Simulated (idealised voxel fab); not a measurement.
Name of the process module below: voxel self aligned contacts
Shown is cross-section cut, with a width of 265 nm and square cells of size 5 nm.
Square cells in a grid make up a cross-section in this document, and the grid is given as bands, listed from the top down, each one or more rows of cells. Quick guide to a band line: top height, bottom height (nm) up front; then every material left to right with its width in nm. Only one material and it's marked "edge to edge"? Then it fills the band edge to edge. And "blank" just means empty space. Height datum 0, below which the as-received substrate wafer is one material. Lowest band open at the bottom, running downward: "0 and below". It should be noted that a width expressed as "30->40" varies in equal increments from row to row of cells within the band, taking the value of the first number at the top row and that of the second number at the bottom row. Where the words "no modification" appear for a step, the cross-section shows no cell changed by that step; every cell remained as before. "Closed void list" means: voids of 8 cells or more that are shut off from the top with no open way through. Written width x height at distance, distance from the left edge, in nm. That trailing text on a step's line, after the settings, is the simulator's own remark on the step. "overlay nm" on a masked step: distance the mask lay right of its planned place, negative for left.

[Process steps (planned)]
1) RECEIVE, material Si
2) OXIDIZE, depth nm 5
3) DIRECTIONAL_DEP, material polySi, thk nm 30
4) DIRECTIONAL_DEP, material SiN, thk nm 15
5) PATTERN, tone cover, mask id GATE, material resist, width nm 25, pitch nm 60, thk nm 20, overlay nm 0
6) DIRECTIONAL_ETCH, etch materials SiN, depth nm 15
7) DIRECTIONAL_ETCH, etch materials polySi, depth nm 30
8) STRIP, etch materials resist
9) CONFORMAL_DEP, material SiN, thk nm 5
10) DIRECTIONAL_ETCH, etch materials SiN, depth nm 5
11) FILL_DEP, material SiO2, thk nm 15
12) CMP, height nm 55
13) MASKED_ETCH, tone open, mask id CONTACT, width nm 45, pitch nm 60, etch materials SiO2, depth nm 60, overlay nm 0
14) CONFORMAL_DEP, material TiN, thk nm 5
15) FILL_DEP, material Ru, thk nm 5
16) CMP, height nm 55
17) CONFORMAL_DEP, material SiCN, thk nm 5

[The first of the two wafers, which ran as planned]

[Incoming wafer in cross-section (state: after step 1)]
0 and below: Si edge to edge
Closed void list: none

[Cross-sectional representation of the wafer at the conclusion of step 2]
0 down to -5: SiO2 edge to edge
Under -5: no change, same as before.

[Cross-sectional representation of the wafer at the conclusion of step 3]
30 down to 0: polySi edge to edge
Under 0: no change, same as before.

[Cross-sectional representation of the wafer at the conclusion of step 4]
45 down to 30: SiN edge to edge
Under 30: no change, same as before.

[Cross-sectional representation of the wafer at the conclusion of step 5]
65 down to 45: blank=60 / resist=25 / blank=35 / resist=25 / blank=35 / resist=25 / blank=60
Under 45: no change, same as before.

[Cross-sectional representation of the wafer at the conclusion of step 6]
65 down to 45: blank=60 / resist=25 / blank=35 / resist=25 / blank=35 / resist=25 / blank=60
45 down to 30: blank=60 / SiN=25 / blank=35 / SiN=25 / blank=35 / SiN=25 / blank=60
Under 30: no change, same as before.

[Cross-sectional representation of the wafer at the conclusion of step 7]
65 down to 45: blank=60 / resist=25 / blank=35 / resist=25 / blank=35 / resist=25 / blank=60
45 down to 30: blank=60 / SiN=25 / blank=35 / SiN=25 / blank=35 / SiN=25 / blank=60
30 down to 0: blank=60 / polySi=25 / blank=35 / polySi=25 / blank=35 / polySi=25 / blank=60
Under 0: no change, same as before.

[Cross-sectional representation of the wafer at the conclusion of step 8]
45 down to 30: blank=60 / SiN=25 / blank=35 / SiN=25 / blank=35 / SiN=25 / blank=60
Under 30: no change, same as before.

[Cross-sectional representation of the wafer at the conclusion of step 9]
50 down to 30: blank=55 / SiN=35 / blank=25 / SiN=35 / blank=25 / SiN=35 / blank=55
30 down to 5: blank=55 / SiN=5 / polySi=25 / SiN=5 / blank=25 / SiN=5 / polySi=25 / SiN=5 / blank=25 / SiN=5 / polySi=25 / SiN=5 / blank=55
5 down to 0: SiN=60 / polySi=25 / SiN=35 / polySi=25 / SiN=35 / polySi=25 / SiN=60
Under 0: no change, same as before.

[Cross-sectional representation of the wafer at the conclusion of step 10]
45 down to 30: blank=55 / SiN=35 / blank=25 / SiN=35 / blank=25 / SiN=35 / blank=55
30 down to 0: blank=55 / SiN=5 / polySi=25 / SiN=5 / blank=25 / SiN=5 / polySi=25 / SiN=5 / blank=25 / SiN=5 / polySi=25 / SiN=5 / blank=55
Under 0: no change, same as before.

[Cross-sectional representation of the wafer at the conclusion of step 11]
60 down to 45: SiO2 edge to edge
45 down to 30: SiO2=55 / SiN=35 / SiO2=25 / SiN=35 / SiO2=25 / SiN=35 / SiO2=55
30 down to 0: SiO2=55 / SiN=5 / polySi=25 / SiN=5 / SiO2=25 / SiN=5 / polySi=25 / SiN=5 / SiO2=25 / SiN=5 / polySi=25 / SiN=5 / SiO2=55
Under 0: no change, same as before.

[Cross-sectional representation of the wafer at the conclusion of step 12]
55 down to 45: SiO2 edge to edge
Under 45: no change, same as before.

[Cross-sectional representation of the wafer at the conclusion of step 13]
55 down to 45: SiO2=80 / blank=45 / SiO2=15 / blank=45 / SiO2=80
45 down to 30: SiO2=55 / SiN=35 / blank=25 / SiN=35 / blank=25 / SiN=35 / SiO2=55
30 down to 0: SiO2=55 / SiN=5 / polySi=25 / SiN=5 / blank=25 / SiN=5 / polySi=25 / SiN=5 / blank=25 / SiN=5 / polySi=25 / SiN=5 / SiO2=55
0 down to -5: SiO2=90 / blank=25 / SiO2=35 / blank=25 / SiO2=90
Under -5: no change, same as before.

[Cross-sectional representation of the wafer at the conclusion of step 14]
60 down to 55: TiN=85 / blank=35 / TiN=25 / blank=35 / TiN=85
55 down to 45: SiO2=80 / TiN=5->15 / blank=35->15 / TiN=5->15 / SiO2=15 / TiN=5->15 / blank=35->15 / TiN=5->15 / SiO2=80
45 down to 30: SiO2=55 / SiN=35 / TiN=5 / blank=15 / TiN=5 / SiN=35 / TiN=5 / blank=15 / TiN=5 / SiN=35 / SiO2=55
30 down to 0: SiO2=55 / SiN=5 / polySi=25 / SiN=5 / TiN=5 / blank=15 / TiN=5 / SiN=5 / polySi=25 / SiN=5 / TiN=5 / blank=15 / TiN=5 / SiN=5 / polySi=25 / SiN=5 / SiO2=55
0 down to -5: SiO2=90 / TiN=25 / SiO2=35 / TiN=25 / SiO2=90
Under -5: no change, same as before.

[Cross-sectional representation of the wafer at the conclusion of step 15]
65 down to 60: Ru edge to edge
60 down to 55: TiN=85 / Ru=35 / TiN=25 / Ru=35 / TiN=85
55 down to 45: SiO2=80 / TiN=5->15 / Ru=35->15 / TiN=5->15 / SiO2=15 / TiN=5->15 / Ru=35->15 / TiN=5->15 / SiO2=80
45 down to 30: SiO2=55 / SiN=35 / TiN=5 / Ru=15 / TiN=5 / SiN=35 / TiN=5 / Ru=15 / TiN=5 / SiN=35 / SiO2=55
30 down to 0: SiO2=55 / SiN=5 / polySi=25 / SiN=5 / TiN=5 / Ru=15 / TiN=5 / SiN=5 / polySi=25 / SiN=5 / TiN=5 / Ru=15 / TiN=5 / SiN=5 / polySi=25 / SiN=5 / SiO2=55
Under 0: no change, same as before.

[Cross-sectional representation of the wafer at the conclusion of step 16]
55 down to 45: SiO2=80 / TiN=5->15 / Ru=35->15 / TiN=5->15 / SiO2=15 / TiN=5->15 / Ru=35->15 / TiN=5->15 / SiO2=80
Under 45: no change, same as before.

[Cross-sectional representation of the wafer at the conclusion of step 17]
60 down to 55: SiCN edge to edge
Under 55: no change, same as before.

[Wafer two of two - same starting point, same process plan, one mistake in execution; matches wafer one up to and including step 4]

[At the planned end of step 5, the second wafer in cross-section]
65 down to 45: resist=60 / blank=25 / resist=35 / blank=25 / resist=35 / blank=25 / resist=60
Under 45: no change, same as before.

[At the planned end of step 6, the second wafer in cross-section]
65 down to 45: resist=60 / blank=25 / resist=35 / blank=25 / resist=35 / blank=25 / resist=60
45 down to 30: SiN=60 / blank=25 / SiN=35 / blank=25 / SiN=35 / blank=25 / SiN=60
Under 30: no change, same as before.

[At the planned end of step 7, the second wafer in cross-section]
65 down to 45: resist=60 / blank=25 / resist=35 / blank=25 / resist=35 / blank=25 / resist=60
45 down to 30: SiN=60 / blank=25 / SiN=35 / blank=25 / SiN=35 / blank=25 / SiN=60
30 down to 0: polySi=60 / blank=25 / polySi=35 / blank=25 / polySi=35 / blank=25 / polySi=60
Under 0: no change, same as before.

[At the planned end of step 8, the second wafer in cross-section]
45 down to 30: SiN=60 / blank=25 / SiN=35 / blank=25 / SiN=35 / blank=25 / SiN=60
Under 30: no change, same as before.

[At the planned end of step 9, the second wafer in cross-section]
50 down to 30: SiN=65 / blank=15 / SiN=45 / blank=15 / SiN=45 / blank=15 / SiN=65
30 down to 5: polySi=60 / SiN=5 / blank=15 / SiN=5 / polySi=35 / SiN=5 / blank=15 / SiN=5 / polySi=35 / SiN=5 / blank=15 / SiN=5 / polySi=60
5 down to 0: polySi=60 / SiN=25 / polySi=35 / SiN=25 / polySi=35 / SiN=25 / polySi=60
Under 0: no change, same as before.

[At the planned end of step 10, the second wafer in cross-section]
45 down to 30: SiN=65 / blank=15 / SiN=45 / blank=15 / SiN=45 / blank=15 / SiN=65
30 down to 0: polySi=60 / SiN=5 / blank=15 / SiN=5 / polySi=35 / SiN=5 / blank=15 / SiN=5 / polySi=35 / SiN=5 / blank=15 / SiN=5 / polySi=60
Under 0: no change, same as before.

[At the planned end of step 11, the second wafer in cross-section]
60 down to 45: SiO2 edge to edge
45 down to 30: SiN=65 / SiO2=15 / SiN=45 / SiO2=15 / SiN=45 / SiO2=15 / SiN=65
30 down to 0: polySi=60 / SiN=5 / SiO2=15 / SiN=5 / polySi=35 / SiN=5 / SiO2=15 / SiN=5 / polySi=35 / SiN=5 / SiO2=15 / SiN=5 / polySi=60
Under 0: no change, same as before.

[At the planned end of step 12, the second wafer in cross-section]
55 down to 45: SiO2 edge to edge
Under 45: no change, same as before.

[At the planned end of step 13, the second wafer in cross-section]
55 down to 45: SiO2=80 / blank=45 / SiO2=15 / blank=45 / SiO2=80
Under 45: no change, same as before.

[At the planned end of step 14, the second wafer in cross-section]
60 down to 55: TiN=85 / blank=35 / TiN=25 / blank=35 / TiN=85
55 down to 50: SiO2=80 / TiN=5 / blank=35 / TiN=5 / SiO2=15 / TiN=5 / blank=35 / TiN=5 / SiO2=80
50 down to 45: SiO2=80 / TiN=45 / SiO2=15 / TiN=45 / SiO2=80
Under 45: no change, same as before.

[At the planned end of step 15, the second wafer in cross-section]
65 down to 60: Ru edge to edge
60 down to 55: TiN=85 / Ru=35 / TiN=25 / Ru=35 / TiN=85
55 down to 50: SiO2=80 / TiN=5 / Ru=35 / TiN=5 / SiO2=15 / TiN=5 / Ru=35 / TiN=5 / SiO2=80
Under 50: no change, same as before.

[At the planned end of step 16, the second wafer in cross-section]
55 down to 50: SiO2=80 / TiN=5 / Ru=35 / TiN=5 / SiO2=15 / TiN=5 / Ru=35 / TiN=5 / SiO2=80
Under 50: no change, same as before.

[At the planned end of step 17, the second wafer in cross-section]
60 down to 55: SiCN edge to edge
Under 55: no change, same as before.
It is concluded that the wafer was processed incorrectly with respect to the plan, in that step 5 did not happen as planned, as run it was PATTERN, tone open, mask id GATE, material resist, width nm 25, pitch nm 60, thk nm 20, overlay nm 0
Materials where the second wafer ends with more or fewer cells than the first: 60 fewer of Ru | 69 more of SiN | 107 fewer of SiO2 | 40 fewer of TiN | 138 more of polySi
